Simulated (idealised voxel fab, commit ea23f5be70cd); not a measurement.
Documented hereafter: the process module known as voxel transistor to metal.
The cross-section shown here is cut; it is 295 nm wide and divided into square cells measuring 5 nm on a side.
If you're reading a cross-section in this doc, picture square cells in a grid; it comes to you as bands, top ones listed first down to the bottom, and a band can be one or more rows of cells.
Each band's line starts with the height of the band's top and of its bottom, in nm. Then come its materials from left to right, each with its width in nm. One material with "edge to edge" fills the band from edge to edge. "empty" is empty space.
A quick word on heights: they are counted from 0, and under that level the wafer as it came to us is one material throughout. The lowest band is different from the rest in having no bottom; it simply continues downward, written as in "0 and below".
Think of "30 to 40" as a width that walks from the first number to the second as you go down the band, top row to bottom row, taking equal-sized steps from row to row.
Any step labelled "identical to before" changed none of the cells in the cross-section.
This entry, "Closed void entries", enumerates those empty regions of no fewer than 8 cells that possess no open connection to the top. Each region is reported in the form width x height at distance, the distance being taken from the left edge, with all three quantities expressed in nm.
Heads up: the bit after the settings on a step's line is the simulator's remark on that step.
overlay nm: for a step with a mask, the amount by which the mask lay right of where it was planned; a negative amount means left of it.
Note: before/after cross-section pairs follow, one process step per pair, after-side truncated at the lowest changed band, step and settings given beneath. Different runs of this module on the same starting wafer may supply the pairs; a pair continues the one above only where the "Cross-section, before" entry says so.

Cross-section, before:
    100 down to 80  25 lowk | 15 empty | 125 lowk | 15 empty | 115 lowk
    80 down to 65  lowk edge to edge
    65 down to 60  SiCN edge to edge
    60 down to 40  25 lowk | 15 W | 70 lowk | 15 W | 40 lowk | 15 W | 70 lowk | 15 W | 30 lowk
    40 down to 35  25 lowk | 15 TiN | 70 lowk | 15 TiN | 40 lowk | 15 TiN | 70 lowk | 15 TiN | 30 lowk
    35 down to 20  25 SiO2 | 5 TiN | 5 W | 5 TiN | 70 SiO2 | 5 TiN | 5 W | 5 TiN | 40 SiO2 | 5 TiN | 5 W | 5 TiN | 70 SiO2 | 5 TiN | 5 W | 5 TiN | 30 SiO2
    20 down to 10  25 SiO2 | 5 TiN | 5 W | 5 TiN | 15 SiO2 | 5 HfO2 | 5 TiN | 20 W | 5 TiN | 5 HfO2 | 15 SiO2 | 5 TiN | 5 W | 5 TiN | 40 SiO2 | 5 TiN | 5 W | 5 TiN | 15 SiO2 | 5 HfO2 | 5 TiN | 20 W | 5 TiN | 5 HfO2 | 15 SiO2 | 5 TiN | 5 W | 5 TiN | 30 SiO2
    10 down to 5  25 SiO2 | 15 TiN | 15 SiO2 | 5 HfO2 | 5 TiN | 20 W | 5 TiN | 5 HfO2 | 15 SiO2 | 15 TiN | 40 SiO2 | 15 TiN | 15 SiO2 | 5 HfO2 | 5 TiN | 20 W | 5 TiN | 5 HfO2 | 15 SiO2 | 15 TiN | 30 SiO2
    5 down to 0  45 SiO2 | 10 nSi | 5 HfO2 | 30 TiN | 5 HfO2 | 10 nSi | 80 SiO2 | 10 nSi | 5 HfO2 | 30 TiN | 5 HfO2 | 10 nSi | 50 SiO2
    0 down to -5  45 SiO2 | 10 nSi | 40 HfO2 | 10 nSi | 80 SiO2 | 10 nSi | 40 HfO2 | 10 nSi | 50 SiO2
    -5 down to -15  20 SiO2 | 35 nSi | 40 Si | 35 nSi | 30 SiO2 | 35 nSi | 40 Si | 35 nSi | 25 SiO2
    -15 down to -35  20 SiO2 | 110 Si | 30 SiO2 | 110 Si | 25 SiO2
    -35 and below  Si edge to edge
    Closed void entries: none

Cross-Section After Step:
    120 down to 100  25 resist | 15 empty | 125 resist | 15 empty | 115 resist
    below 100: unchanged
    Closed void entries: none
What step was run between the cross-section before it and the cross-section after it, both above? op PATTERN | tone open | mask id METAL_2_HOLES | material resist | width nm 15 | pitch nm 140 | thk nm 20 | overlay nm 0

Cross-section, before: Please consult the pair immediately above; the cross-section it shows after its step is the state before this step.

Cross-Section After Step:
    120 down to 100  25 resist | 15 empty | 125 resist | 15 empty | 115 resist
    100 down to 65  25 lowk | 15 empty | 125 lowk | 15 empty | 115 lowk
    below 65: unchanged
    Closed void entries: none
What step was run between the cross-section before it and the cross-section after it, both above? op DIRECTIONAL_ETCH | etch materials lowk | depth nm 15

Cross-section, before: Please consult the pair immediately above; the cross-section it shows after its step is the state before this step.

Cross-Section After Step:
    120 down to 100  25 resist | 15 empty | 125 resist | 15 empty | 115 resist
    100 down to 65  25 lowk | 15 empty | 125 lowk | 15 empty | 115 lowk
    65 down to 60  25 SiCN | 15 empty | 125 SiCN | 15 empty | 115 SiCN
    below 60: unchanged
    Closed void entries: none
What step was run between the cross-section before it and the cross-section after it, both above? op DIRECTIONAL_ETCH | etch materials SiCN | depth nm 5

Cross-section, before: Please consult the pair immediately above; the cross-section it shows after its step is the state before this step.

Cross-Section After Step:
    100 down to 65  25 lowk | 15 empty | 125 lowk | 15 empty | 115 lowk
    below 65: unchanged
    Closed void entries: none
What step was run between the cross-section before it and the cross-section after it, both above? op STRIP | etch materials resist

Cross-section, before: Please consult the pair immediately above; the cross-section it shows after its step is the state before this step.

Cross-Section After Step:
    105 down to 100  30 TiN | 5 empty | 135 TiN | 5 empty | 120 TiN
    100 down to 65  25 lowk | 5 TiN | 5 empty | 5 TiN | 125 lowk | 5 TiN | 5 empty | 5 TiN | 115 lowk
    65 down to 60  25 SiCN | 15 TiN | 125 SiCN | 15 TiN | 115 SiCN
    below 60: unchanged
    Closed void entries: none
What step was run between the cross-section before it and the cross-section after it, both above? op CONFORMAL_DEP | material TiN | thk nm 5

Cross-section, before: Please consult the pair immediately above; the cross-section it shows after its step is the state before this step.

Cross-Section After Step:
    110 down to 105  Ru edge to edge
    105 down to 100  30 TiN | 5 Ru | 135 TiN | 5 Ru | 120 TiN
    100 down to 65  25 lowk | 5 TiN | 5 Ru | 5 TiN | 125 lowk | 5 TiN | 5 Ru | 5 TiN | 115 lowk
    below 65: unchanged
    Closed void entries: none
What step was run between the cross-section before it and the cross-section after it, both above? op FILL_DEP | material Ru | thk nm 5

Cross-section, before: Please consult the pair immediately above; the cross-section it shows after its step is the state before this step.

Cross-Section After Step:
    100 down to 65  25 lowk | 5 TiN | 5 Ru | 5 TiN | 125 lowk | 5 TiN | 5 Ru | 5 TiN | 115 lowk
    below 65: unchanged
    Closed void entries: none
What step was run between the cross-section before it and the cross-section after it, both above? op CMP | height nm 100

Cross-section, before: Please consult the pair immediately above; the cross-section it shows after its step is the state before this step.

Cross-Section After Step:
    105 down to 100  SiCN edge to edge
    below 100: unchanged
    Closed void entries: none
What step was run between the cross-section before it and the cross-section after it, both above? op CONFORMAL_DEP | material SiCN | thk nm 5

Cross-section, before:
    35 down to 15  20 empty | 110 resist | 30 empty | 110 resist | 25 empty
    15 down to 5  20 empty | 110 SiN | 30 empty | 110 SiN | 25 empty
    5 down to 0  20 empty | 110 SiO2 | 30 empty | 110 SiO2 | 25 empty
    0 down to -35  20 empty | 110 Si | 30 empty | 110 Si | 25 empty
    -35 and below  Si edge to edge
    Closed void entries: none

Cross-Section After Step:
    35 down to 15  20 empty | 110 resist | 30 empty | 110 resist | 25 empty
    15 down to 5  20 empty | 110 SiN | 30 empty | 110 SiN | 25 empty
    5 down to 0  20 empty | 110 SiO2 | 30 empty | 110 SiO2 | 25 empty
    0 down to -70  20 empty | 110 Si | 30 empty | 110 Si | 25 empty
    below -70: unchanged
    Closed void entries: none
What step was run between the cross-section before it and the cross-section after it, both above? op DIRECTIONAL_ETCH | etch materials Si | depth nm 35

Cross-section, before: Please consult the pair immediately above; the cross-section it shows after its step is the state before this step.

Cross-Section After Step:
    15 down to 5  20 empty | 110 SiN | 30 empty | 110 SiN | 25 empty
    below 5: unchanged
    Closed void entries: none
What step was run between the cross-section before it and the cross-section after it, both above? op STRIP | etch materials resist

Cross-section, before: Please consult the pair immediately above; the cross-section it shows after its step is the state before this step.

Cross-Section After Step:
    25 down to 15  SiO2 edge to edge
    15 down to 5  20 SiO2 | 110 SiN | 30 SiO2 | 110 SiN | 25 SiO2
    5 down to 0  SiO2 edge to edge
    0 down to -70  20 SiO2 | 110 Si | 30 SiO2 | 110 Si | 25 SiO2
    below -70: unchanged
    Closed void entries: none
What step was run between the cross-section before it and the cross-section after it, both above? op FILL_DEP | material SiO2 | thk nm 10

Cross-section, before: Please consult the pair immediately above; the cross-section it shows after its step is the state before this step.

Cross-Section After Step:
    15 down to 5  20 SiO2 | 110 SiN | 30 SiO2 | 110 SiN | 25 SiO2
    below 5: unchanged
    Closed void entries: none
What step was run between the cross-section before it and the cross-section after it, both above? op CMP | height nm 15

Cross-section, before: Please consult the pair immediately above; the cross-section it shows after its step is the state before this step.

Cross-Section After Step:
    15 down to 10  20 empty | 110 SiN | 30 empty | 110 SiN | 25 empty
    below 10: unchanged
    Closed void entries: none
What step was run between the cross-section before it and the cross-section after it, both above? op SELECTIVE_ETCH | etch materials SiO2 | depth nm 5

Cross-section, before: Please consult the pair immediately above; the cross-section it shows after its step is the state before this step.

Cross-Section After Step:
    10 down to 5  20 SiO2 | 110 empty | 30 SiO2 | 110 empty | 25 SiO2
    below 5: unchanged
    Closed void entries: none
What step was run between the cross-section before it and the cross-section after it, both above? op STRIP | etch materials SiN

Cross-section, before: Please consult the pair immediately above; the cross-section it shows after its step is the state before this step.

Cross-Section After Step:
    5 down to 0  15 SiO2 | 120 empty | 20 SiO2 | 120 empty | 20 SiO2
    below 0: unchanged
    Closed void entries: none
What step was run between the cross-section before it and the cross-section after it, both above? op SELECTIVE_ETCH | etch materials SiO2 | depth nm 5

Cross-section, before: Please consult the pair immediately above; the cross-section it shows after its step is the state before this step.

Cross-Section After Step:
    5 down to 0  15 SiO2 | 120 empty | 20 SiO2 | 120 empty | 20 SiO2
    0 down to -5  SiO2 edge to edge
    below -5: unchanged
    Closed void entries: none
What step was run between the cross-section before it and the cross-section after it, both above? op OXIDIZE | depth nm 5

Cross-section, before: Please consult the pair immediately above; the cross-section it shows after its step is the state before this step.

Cross-Section After Step:
    30 down to 25  15 polySi | 120 empty | 20 polySi | 120 empty | 20 polySi
    25 down to 5  polySi edge to edge
    5 down to 0  15 SiO2 | 120 polySi | 20 SiO2 | 120 polySi | 20 SiO2
    below 0: unchanged
    Closed void entries: none
What step was run between the cross-section before it and the cross-section after it, both above? op DIRECTIONAL_DEP | material polySi | thk nm 25

Cross-section, before: Please consult the pair immediately above; the cross-section it shows after its step is the state before this step.

Cross-Section After Step:
    45 down to 40  15 SiCN | 120 empty | 20 SiCN | 120 empty | 20 SiCN
    40 down to 30  SiCN edge to edge
    30 down to 25  15 polySi | 120 SiCN | 20 polySi | 120 SiCN | 20 polySi
    below 25: unchanged
    Closed void entries: none
What step was run between the cross-section before it and the cross-section after it, both above? op DIRECTIONAL_DEP | material SiCN | thk nm 15

Cross-section, before: Please consult the pair immediately above; the cross-section it shows after its step is the state before this step.

Cross-Section After Step:
    65 down to 45  60 empty | 30 resist | 110 empty | 30 resist | 65 empty
    45 down to 40  15 SiCN | 45 empty | 30 resist | 45 empty | 20 SiCN | 45 empty | 30 resist | 45 empty | 20 SiCN
    below 40: unchanged
    Closed void entries: none
What step was run between the cross-section before it and the cross-section after it, both above? op PATTERN | tone cover | mask id GATE | material resist | width nm 30 | pitch nm 140 | thk nm 20 | overlay nm 0

Cross-section, before: Please consult the pair immediately above; the cross-section it shows after its step is the state before this step.

Cross-Section After Step:
    65 down to 40  60 empty | 30 resist | 110 empty | 30 resist | 65 empty
    40 down to 30  60 empty | 30 SiCN | 110 empty | 30 SiCN | 65 empty
    30 down to 25  15 polySi | 45 empty | 30 SiCN | 45 empty | 20 polySi | 45 empty | 30 SiCN | 45 empty | 20 polySi
    below 25: unchanged
    Closed void entries: none
What step was run between the cross-section before it and the cross-section after it, both above? op DIRECTIONAL_ETCH | etch materials SiCN | depth nm 25

Cross-section, before: Please consult the pair immediately above; the cross-section it shows after its step is the state before this step.

Cross-Section After Step:
    65 down to 40  60 empty | 30 resist | 110 empty | 30 resist | 65 empty
    40 down to 25  60 empty | 30 SiCN | 110 empty | 30 SiCN | 65 empty
    25 down to 5  60 empty | 30 polySi | 110 empty | 30 polySi | 65 empty
    5 down to 0  15 SiO2 | 45 empty | 30 polySi | 45 empty | 20 SiO2 | 45 empty | 30 polySi | 45 empty | 20 SiO2
    below 0: unchanged
    Closed void entries: none
What step was run between the cross-section before it and the cross-section after it, both above? op DIRECTIONAL_ETCH | etch materials polySi | depth nm 35

Cross-section, before: Please consult the pair immediately above; the cross-section it shows after its step is the state before this step.

Cross-Section After Step:
    40 down to 25  60 empty | 30 SiCN | 110 empty | 30 SiCN | 65 empty
    below 25: unchanged
    Closed void entries: none
What step was run between the cross-section before it and the cross-section after it, both above? op STRIP | etch materials resist

Cross-section, before: Please consult the pair immediately above; the cross-section it shows after its step is the state before this step.

Cross-Section After Step:
    45 down to 40  55 empty | 40 SiO2 | 100 empty | 40 SiO2 | 60 empty
    40 down to 25  55 empty | 5 SiO2 | 30 SiCN | 5 SiO2 | 100 empty | 5 SiO2 | 30 SiCN | 5 SiO2 | 60 empty
    25 down to 10  55 empty | 5 SiO2 | 30 polySi | 5 SiO2 | 100 empty | 5 SiO2 | 30 polySi | 5 SiO2 | 60 empty
    10 down to 5  20 SiO2 | 35 empty | 5 SiO2 | 30 polySi | 5 SiO2 | 35 empty | 30 SiO2 | 35 empty | 5 SiO2 | 30 polySi | 5 SiO2 | 35 empty | 25 SiO2
    5 down to 0  60 SiO2 | 30 polySi | 110 SiO2 | 30 polySi | 65 SiO2
    below 0: unchanged
    Closed void entries: none
What step was run between the cross-section before it and the cross-section after it, both above? op CONFORMAL_DEP | material SiO2 | thk nm 5

Cross-section, before: Please consult the pair immediately above; the cross-section it shows after its step is the state before this step.

Cross-Section After Step:
    40 down to 25  55 empty | 5 SiO2 | 30 SiCN | 5 SiO2 | 100 empty | 5 SiO2 | 30 SiCN | 5 SiO2 | 60 empty
    25 down to 5  55 empty | 5 SiO2 | 30 polySi | 5 SiO2 | 100 empty | 5 SiO2 | 30 polySi | 5 SiO2 | 60 empty
    5 down to 0  20 SiO2 | 35 empty | 5 SiO2 | 30 polySi | 5 SiO2 | 35 empty | 30 SiO2 | 35 empty | 5 SiO2 | 30 polySi | 5 SiO2 | 35 empty | 25 SiO2
    below 0: unchanged
    Closed void entries: none
What step was run between the cross-section before it and the cross-section after it, both above? op DIRECTIONAL_ETCH | etch materials SiO2 | depth nm 5

Cross-section, before: Please consult the pair immediately above; the cross-section it shows after its step is the state before this step.

Cross-Section After Step:
    50 down to 40  45 empty | 60 SiN | 80 empty | 60 SiN | 50 empty
    40 down to 25  45 empty | 10 SiN | 5 SiO2 | 30 SiCN | 5 SiO2 | 10 SiN | 80 empty | 10 SiN | 5 SiO2 | 30 SiCN | 5 SiO2 | 10 SiN | 50 empty
    25 down to 15  45 empty | 10 SiN | 5 SiO2 | 30 polySi | 5 SiO2 | 10 SiN | 80 empty | 10 SiN | 5 SiO2 | 30 polySi | 5 SiO2 | 10 SiN | 50 empty
    15 down to 10  30 SiN | 15 empty | 10 SiN | 5 SiO2 | 30 polySi | 5 SiO2 | 10 SiN | 15 empty | 50 SiN | 15 empty | 10 SiN | 5 SiO2 | 30 polySi | 5 SiO2 | 10 SiN | 15 empty | 35 SiN
    10 down to 5  55 SiN | 5 SiO2 | 30 polySi | 5 SiO2 | 100 SiN | 5 SiO2 | 30 polySi | 5 SiO2 | 60 SiN
    5 down to 0  20 SiO2 | 35 SiN | 5 SiO2 | 30 polySi | 5 SiO2 | 35 SiN | 30 SiO2 | 35 SiN | 5 SiO2 | 30 polySi | 5 SiO2 | 35 SiN | 25 SiO2
    below 0: unchanged
    Closed void entries: none
What step was run between the cross-section before it and the cross-section after it, both above? op CONFORMAL_DEP | material SiN | thk nm 10

Cross-section, before: Please consult the pair immediately above; the cross-section it shows after its step is the state before this step.

Cross-Section After Step:
    40 down to 25  45 empty | 10 SiN | 5 SiO2 | 30 SiCN | 5 SiO2 | 10 SiN | 80 empty | 10 SiN | 5 SiO2 | 30 SiCN | 5 SiO2 | 10 SiN | 50 empty
    25 down to 5  45 empty | 10 SiN | 5 SiO2 | 30 polySi | 5 SiO2 | 10 SiN | 80 empty | 10 SiN | 5 SiO2 | 30 polySi | 5 SiO2 | 10 SiN | 50 empty
    5 down to 0  20 SiO2 | 10 SiN | 15 empty | 10 SiN | 5 SiO2 | 30 polySi | 5 SiO2 | 10 SiN | 15 empty | 10 SiN | 30 SiO2 | 10 SiN | 15 empty | 10 SiN | 5 SiO2 | 30 polySi | 5 SiO2 | 10 SiN | 15 empty | 10 SiN | 25 SiO2
    below 0: unchanged
    Closed void entries: none
What step was run between the cross-section before it and the cross-section after it, both above? op DIRECTIONAL_ETCH | etch materials SiN | depth nm 10

Cross-section, before: Please consult the pair immediately above; the cross-section it shows after its step is the state before this step.

Cross-Section After Step:
    40 down to 35  45 empty | 10 SiN | 5 empty | 30 SiCN | 5 empty | 10 SiN | 80 empty | 10 SiN | 5 empty | 30 SiCN | 5 empty | 10 SiN | 50 empty
    35 down to 25  45 empty | 10 SiN | 5 SiO2 | 30 SiCN | 5 SiO2 | 10 SiN | 80 empty | 10 SiN | 5 SiO2 | 30 SiCN | 5 SiO2 | 10 SiN | 50 empty
    25 down to 5  45 empty | 10 SiN | 5 SiO2 | 30 polySi | 5 SiO2 | 10 SiN | 80 empty | 10 SiN | 5 SiO2 | 30 polySi | 5 SiO2 | 10 SiN | 50 empty
    5 down to 0  20 empty | 10 SiN | 15 empty | 10 SiN | 5 SiO2 | 30 polySi | 5 SiO2 | 10 SiN | 15 empty | 10 SiN | 30 empty | 10 SiN | 15 empty | 10 SiN | 5 SiO2 | 30 polySi | 5 SiO2 | 10 SiN | 15 empty | 10 SiN | 25 empty
    0 down to -5  30 SiO2 | 15 empty | 60 SiO2 | 15 empty | 50 SiO2 | 15 empty | 60 SiO2 | 15 empty | 35 SiO2
    below -5: unchanged
    Closed void entries: none
What step was run between the cross-section before it and the cross-section after it, both above? op DIRECTIONAL_ETCH | etch materials SiO2 | depth nm 5

Cross-section, before: Please consult the pair immediately above; the cross-section it shows after its step is the state before this step.

Cross-Section After Step:
    40 down to 35  45 empty | 10 SiN | 5 empty | 30 SiCN | 5 empty | 10 SiN | 80 empty | 10 SiN | 5 empty | 30 SiCN | 5 empty | 10 SiN | 50 empty
    35 down to 25  45 empty | 10 SiN | 5 SiO2 | 30 SiCN | 5 SiO2 | 10 SiN | 80 empty | 10 SiN | 5 SiO2 | 30 SiCN | 5 SiO2 | 10 SiN | 50 empty
    25 down to 5  45 empty | 10 SiN | 5 SiO2 | 30 polySi | 5 SiO2 | 10 SiN | 80 empty | 10 SiN | 5 SiO2 | 30 polySi | 5 SiO2 | 10 SiN | 50 empty
    5 down to 0  20 empty | 10 SiN | 15 empty | 10 SiN | 5 SiO2 | 30 polySi | 5 SiO2 | 10 SiN | 15 empty | 10 SiN | 30 empty | 10 SiN | 15 empty | 10 SiN | 5 SiO2 | 30 polySi | 5 SiO2 | 10 SiN | 15 empty | 10 SiN | 25 empty
    0 down to -5  30 SiO2 | 15 empty | 60 SiO2 | 15 empty | 50 SiO2 | 15 empty | 60 SiO2 | 15 empty | 35 SiO2
    -5 down to -15  20 SiO2 | 10 Si | 15 empty | 60 Si | 15 empty | 10 Si | 30 SiO2 | 10 Si | 15 empty | 60 Si | 15 empty | 10 Si | 25 SiO2
    below -15: unchanged
    Closed void entries: none
What step was run between the cross-section before it and the cross-section after it, both above? op DIRECTIONAL_ETCH | etch materials Si | depth nm 10

Cross-section, before: Please consult the pair immediately above; the cross-section it shows after its step is the state before this step.

Cross-Section After Step:
    40 down to 35  45 empty | 10 SiN | 5 empty | 30 SiCN | 5 empty | 10 SiN | 80 empty | 10 SiN | 5 empty | 30 SiCN | 5 empty | 10 SiN | 50 empty
    35 down to 25  45 empty | 10 SiN | 5 SiO2 | 30 SiCN | 5 SiO2 | 10 SiN | 80 empty | 10 SiN | 5 SiO2 | 30 SiCN | 5 SiO2 | 10 SiN | 50 empty
    25 down to 5  45 empty | 10 SiN | 5 SiO2 | 30 polySi | 5 SiO2 | 10 SiN | 80 empty | 10 SiN | 5 SiO2 | 30 polySi | 5 SiO2 | 10 SiN | 50 empty
    5 down to 0  20 empty | 10 SiN | 15 nSi | 10 SiN | 5 SiO2 | 30 polySi | 5 SiO2 | 10 SiN | 15 nSi | 10 SiN | 30 empty | 10 SiN | 15 nSi | 10 SiN | 5 SiO2 | 30 polySi | 5 SiO2 | 10 SiN | 15 nSi | 10 SiN | 25 empty
    0 down to -5  30 SiO2 | 15 nSi | 60 SiO2 | 15 nSi | 50 SiO2 | 15 nSi | 60 SiO2 | 15 nSi | 35 SiO2
    -5 down to -15  20 SiO2 | 10 Si | 15 nSi | 60 Si | 15 nSi | 10 Si | 30 SiO2 | 10 Si | 15 nSi | 60 Si | 15 nSi | 10 Si | 25 SiO2
    below -15: unchanged
    Closed void entries: none
What step was run between the cross-section before it and the cross-section after it, both above? op EPI | material nSi | thk nm 10

Cross-section, before: Please consult the pair immediately above; the cross-section it shows after its step is the state before this step.

Cross-Section After Step:
    50 down to 40  SiO2 edge to edge
    40 down to 25  45 SiO2 | 10 SiN | 5 SiO2 | 30 SiCN | 5 SiO2 | 10 SiN | 80 SiO2 | 10 SiN | 5 SiO2 | 30 SiCN | 5 SiO2 | 10 SiN | 50 SiO2
    25 down to 5  45 SiO2 | 10 SiN | 5 SiO2 | 30 polySi | 5 SiO2 | 10 SiN | 80 SiO2 | 10 SiN | 5 SiO2 | 30 polySi | 5 SiO2 | 10 SiN | 50 SiO2
    5 down to 0  20 SiO2 | 10 SiN | 15 nSi | 10 SiN | 5 SiO2 | 30 polySi | 5 SiO2 | 10 SiN | 15 nSi | 10 SiN | 30 SiO2 | 10 SiN | 15 nSi | 10 SiN | 5 SiO2 | 30 polySi | 5 SiO2 | 10 SiN | 15 nSi | 10 SiN | 25 SiO2
    below 0: unchanged
    Closed void entries: none
What step was run between the cross-section before it and the cross-section after it, both above? op FILL_DEP | material SiO2 | thk nm 10

Cross-section, before: Please consult the pair immediately above; the cross-section it shows after its step is the state before this step.

Cross-Section After Step:
    25 down to 5  45 SiO2 | 10 SiN | 5 SiO2 | 30 polySi | 5 SiO2 | 10 SiN | 80 SiO2 | 10 SiN | 5 SiO2 | 30 polySi | 5 SiO2 | 10 SiN | 50 SiO2
    below 5: unchanged
    Closed void entries: none
What step was run between the cross-section before it and the cross-section after it, both above? op CMP | height nm 25

Cross-section, before: Please consult the pair immediately above; the cross-section it shows after its step is the state before this step.

Cross-Section After Step:
    25 down to 5  45 SiO2 | 10 SiN | 5 SiO2 | 30 empty | 5 SiO2 | 10 SiN | 80 SiO2 | 10 SiN | 5 SiO2 | 30 empty | 5 SiO2 | 10 SiN | 50 SiO2
    5 down to 0  20 SiO2 | 10 SiN | 15 nSi | 10 SiN | 5 SiO2 | 30 empty | 5 SiO2 | 10 SiN | 15 nSi | 10 SiN | 30 SiO2 | 10 SiN | 15 nSi | 10 SiN | 5 SiO2 | 30 empty | 5 SiO2 | 10 SiN | 15 nSi | 10 SiN | 25 SiO2
    below 0: unchanged
    Closed void entries: none
What step was run between the cross-section before it and the cross-section after it, both above? op STRIP | etch materials polySi

Cross-section, before: Please consult the pair immediately above; the cross-section it shows after its step is the state before this step.

Cross-Section After Step:
    25 down to 20  45 empty | 10 SiN | 40 empty | 10 SiN | 80 empty | 10 SiN | 40 empty | 10 SiN | 50 empty
    20 down to 5  45 SiO2 | 10 SiN | 40 empty | 10 SiN | 80 SiO2 | 10 SiN | 40 empty | 10 SiN | 50 SiO2
    5 down to 0  20 SiO2 | 10 SiN | 15 nSi | 10 SiN | 40 empty | 10 SiN | 15 nSi | 10 SiN | 30 SiO2 | 10 SiN | 15 nSi | 10 SiN | 40 empty | 10 SiN | 15 nSi | 10 SiN | 25 SiO2
    0 down to -5  30 SiO2 | 15 nSi | 10 SiO2 | 40 empty | 10 SiO2 | 15 nSi | 50 SiO2 | 15 nSi | 10 SiO2 | 40 empty | 10 SiO2 | 15 nSi | 35 SiO2
    below -5: unchanged
    Closed void entries: none
What step was run between the cross-section before it and the cross-section after it, both above? op SELECTIVE_ETCH | etch materials SiO2 | depth nm 5

Cross-section, before: Please consult the pair immediately above; the cross-section it shows after its step is the state before this step.

Cross-Section After Step:
    30 down to 25  40 empty | 20 HfO2 | 30 empty | 20 HfO2 | 70 empty | 20 HfO2 | 30 empty | 20 HfO2 | 45 empty
    25 down to 20  45 HfO2 | 10 SiN | 5 HfO2 | 30 empty | 5 HfO2 | 10 SiN | 80 HfO2 | 10 SiN | 5 HfO2 | 30 empty | 5 HfO2 | 10 SiN | 50 HfO2
    20 down to 5  45 SiO2 | 10 SiN | 5 HfO2 | 30 empty | 5 HfO2 | 10 SiN | 80 SiO2 | 10 SiN | 5 HfO2 | 30 empty | 5 HfO2 | 10 SiN | 50 SiO2
    5 down to 0  20 SiO2 | 10 SiN | 15 nSi | 10 SiN | 5 HfO2 | 30 empty | 5 HfO2 | 10 SiN | 15 nSi | 10 SiN | 30 SiO2 | 10 SiN | 15 nSi | 10 SiN | 5 HfO2 | 30 empty | 5 HfO2 | 10 SiN | 15 nSi | 10 SiN | 25 SiO2
    0 down to -5  30 SiO2 | 15 nSi | 10 SiO2 | 40 HfO2 | 10 SiO2 | 15 nSi | 50 SiO2 | 15 nSi | 10 SiO2 | 40 HfO2 | 10 SiO2 | 15 nSi | 35 SiO2
    below -5: unchanged
    Closed void entries: none
What step was run between the cross-section before it and the cross-section after it, both above? op CONFORMAL_DEP | material HfO2 | thk nm 5

Cross-section, before: Please consult the pair immediately above; the cross-section it shows after its step is the state before this step.

Cross-Section After Step:
    35 down to 30  35 empty | 30 TiN | 20 empty | 30 TiN | 60 empty | 30 TiN | 20 empty | 30 TiN | 40 empty
    30 down to 25  40 TiN | 20 HfO2 | 5 TiN | 20 empty | 5 TiN | 20 HfO2 | 70 TiN | 20 HfO2 | 5 TiN | 20 empty | 5 TiN | 20 HfO2 | 45 TiN
    25 down to 20  45 HfO2 | 10 SiN | 5 HfO2 | 5 TiN | 20 empty | 5 TiN | 5 HfO2 | 10 SiN | 80 HfO2 | 10 SiN | 5 HfO2 | 5 TiN | 20 empty | 5 TiN | 5 HfO2 | 10 SiN | 50 HfO2
    20 down to 5  45 SiO2 | 10 SiN | 5 HfO2 | 5 TiN | 20 empty | 5 TiN | 5 HfO2 | 10 SiN | 80 SiO2 | 10 SiN | 5 HfO2 | 5 TiN | 20 empty | 5 TiN | 5 HfO2 | 10 SiN | 50 SiO2
    5 down to 0  20 SiO2 | 10 SiN | 15 nSi | 10 SiN | 5 HfO2 | 30 TiN | 5 HfO2 | 10 SiN | 15 nSi | 10 SiN | 30 SiO2 | 10 SiN | 15 nSi | 10 SiN | 5 HfO2 | 30 TiN | 5 HfO2 | 10 SiN | 15 nSi | 10 SiN | 25 SiO2
    below 0: unchanged
    Closed void entries: none
What step was run between the cross-section before it and the cross-section after it, both above? op CONFORMAL_DEP | material TiN | thk nm 5

Cross-section, before: Please consult the pair immediately above; the cross-section it shows after its step is the state before this step.

Cross-Section After Step:
    45 down to 35  W edge to edge
    35 down to 30  35 W | 30 TiN | 20 W | 30 TiN | 60 W | 30 TiN | 20 W | 30 TiN | 40 W
    30 down to 25  40 TiN | 20 HfO2 | 5 TiN | 20 W | 5 TiN | 20 HfO2 | 70 TiN | 20 HfO2 | 5 TiN | 20 W | 5 TiN | 20 HfO2 | 45 TiN
    25 down to 20  45 HfO2 | 10 SiN | 5 HfO2 | 5 TiN | 20 W | 5 TiN | 5 HfO2 | 10 SiN | 80 HfO2 | 10 SiN | 5 HfO2 | 5 TiN | 20 W | 5 TiN | 5 HfO2 | 10 SiN | 50 HfO2
    20 down to 5  45 SiO2 | 10 SiN | 5 HfO2 | 5 TiN | 20 W | 5 TiN | 5 HfO2 | 10 SiN | 80 SiO2 | 10 SiN | 5 HfO2 | 5 TiN | 20 W | 5 TiN | 5 HfO2 | 10 SiN | 50 SiO2
    below 5: unchanged
    Closed void entries: none
What step was run between the cross-section before it and the cross-section after it, both above? op FILL_DEP | material W | thk nm 10

Cross-section, before: Please consult the pair immediately above; the cross-section it shows after its step is the state before this step.

Cross-Section After Step:
    20 down to 5  45 SiO2 | 10 SiN | 5 HfO2 | 5 TiN | 20 W | 5 TiN | 5 HfO2 | 10 SiN | 80 SiO2 | 10 SiN | 5 HfO2 | 5 TiN | 20 W | 5 TiN | 5 HfO2 | 10 SiN | 50 SiO2
    below 5: unchanged
    Closed void entries: none
What step was run between the cross-section before it and the cross-section after it, both above? op CMP | height nm 20

Cross-section, before: Please consult the pair immediately above; the cross-section it shows after its step is the state before this step.

Cross-Section After Step:
    35 down to 20  SiO2 edge to edge
    below 20: unchanged
    Closed void entries: none
What step was run between the cross-section before it and the cross-section after it, both above? op DIRECTIONAL_DEP | material SiO2 | thk nm 15

Cross-section, before: Please consult the pair immediately above; the cross-section it shows after its step is the state before this step.

Cross-Section After Step:
    50 down to 35  25 resist | 15 empty | 70 resist | 15 empty | 40 resist | 15 empty | 70 resist | 15 empty | 30 resist
    below 35: unchanged
    Closed void entries: none
What step was run between the cross-section before it and the cross-section after it, both above? op PATTERN | tone open | mask id CONTACT | material resist | width nm 15 | thk nm 15 | overlay nm 0

Cross-section, before: Please consult the pair immediately above; the cross-section it shows after its step is the state before this step.

Cross-Section After Step:
    50 down to 35  25 resist | 15 empty | 70 resist | 15 empty | 40 resist | 15 empty | 70 resist | 15 empty | 30 resist
    35 down to 20  25 SiO2 | 15 empty | 70 SiO2 | 15 empty | 40 SiO2 | 15 empty | 70 SiO2 | 15 empty | 30 SiO2
    20 down to 5  25 SiO2 | 15 empty | 5 SiO2 | 10 SiN | 5 HfO2 | 5 TiN | 20 W | 5 TiN | 5 HfO2 | 10 SiN | 5 SiO2 | 15 empty | 40 SiO2 | 15 empty | 5 SiO2 | 10 SiN | 5 HfO2 | 5 TiN | 20 W | 5 TiN | 5 HfO2 | 10 SiN | 5 SiO2 | 15 empty | 30 SiO2
    below 5: unchanged
    Closed void entries: none
What step was run between the cross-section before it and the cross-section after it, both above? op DIRECTIONAL_ETCH | etch materials SiO2 | depth nm 30
